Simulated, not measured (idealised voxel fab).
process module | voxel gate over fins
cross-section cut | 255 nm wide | cells 5 nm
A cross-section is a grid of square cells, given in bands from the top down. A band is one or more rows of cells.
Each band's line starts with the height of the band's top and of its bottom, in nm. Then come its materials from left to right, each with its width in nm. One material with "throughout" fills the band from edge to edge. "air" is empty space.
Height 0 is the level under which the wafer as received is all one material. The lowest band goes on downwards, as in "0 down".
A width such as "30 to 40" changes by the same amount from each row of cells to the next, from the band's top row to its bottom row.
"no change" after a step means that no cell of the cross-section changed.
closed voids: empty space of 8 cells or more with no open way to the top, each as width x height at its distance from the left edge, in nm
after a step's settings: what the simulator itself notes on the step
overlay nm, on a step with a mask: how far to the right of its planned place the mask lay; to the left if negative
plan
1 op RECEIVE | material Si
2 op CONFORMAL_DEP | material SiN | thk nm 10
3 op MASKED_ETCH | tone cover | mask id FINS | width nm 15 | pitch nm 45 | etch materials SiN | depth nm 10 | overlay nm 0
4 op MASKED_ETCH | tone cover | mask id FINS | width nm 15 | pitch nm 45 | etch materials Si | depth nm 30 | overlay nm 0
5 op OXIDIZE | depth nm 5
6 op FILL_DEP | material SiO2 | thk nm 10
7 op CMP | height nm 10
8 op SELECTIVE_ETCH | etch materials SiO2 | depth nm 25
9 op STRIP | etch materials SiN
10 op CONFORMAL_DEP | material HfO2 | thk nm 5
11 op CONFORMAL_DEP | material TiN | thk nm 5
12 op FILL_DEP | material W | thk nm 15
13 op CMP | height nm 20
14 op CONFORMAL_DEP | material SiN | thk nm 10
as received, after step 1
  0 down: Si throughout
  closed voids: none
first wafer at the end, as planned
  30 to 20: SiN throughout
  20 to 10: W throughout
  10 to 5: W 90 | TiN 25 | W 20 | TiN 25 | W 95
  5 to 0: W 90 | TiN 5 | HfO2 15 | TiN 5 | W 20 | TiN 5 | HfO2 15 | TiN 5 | W 95
  0 to -5: W 90 | TiN 5 | HfO2 5 | Si 5 | HfO2 5 | TiN 5 | W 20 | TiN 5 | HfO2 5 | Si 5 | HfO2 5 | TiN 5 | W 95
  -5 to -10: TiN 95 | HfO2 5 | Si 5 | HfO2 5 | TiN 30 | HfO2 5 | Si 5 | HfO2 5 | TiN 100
  -10 to -15: HfO2 100 | Si 5 | HfO2 40 | Si 5 | HfO2 105
  -15 to -35: SiO2 100 | Si 5 | SiO2 40 | Si 5 | SiO2 105
  -35 down: Si throughout
  closed voids: none
second wafer at the end: like start, like plan, one mistake
  30 to 10: SiN throughout
  10 to 5: SiN 90 | TiN 25 | SiN 20 | TiN 25 | SiN 95
  5 to 0: SiN 90 | TiN 5 | HfO2 15 | TiN 5 | SiN 20 | TiN 5 | HfO2 15 | TiN 5 | SiN 95
  0 to -5: SiN 90 | TiN 5 | HfO2 5 | Si 5 | HfO2 5 | TiN 5 | SiN 20 | TiN 5 | HfO2 5 | Si 5 | HfO2 5 | TiN 5 | SiN 95
  -5 to -10: TiN 95 | HfO2 5 | Si 5 | HfO2 5 | TiN 30 | HfO2 5 | Si 5 | HfO2 5 | TiN 100
  -10 to -15: HfO2 100 | Si 5 | HfO2 40 | Si 5 | HfO2 105
  -15 to -35: SiO2 100 | Si 5 | SiO2 40 | Si 5 | SiO2 105
  -35 down: Si throughout
  closed voids: none
what went wrong: step 12 ran as: op FILL_DEP | material SiN | thk nm 15
at the end the second wafer has, in cells: 225 more of SiN | 225 fewer of W
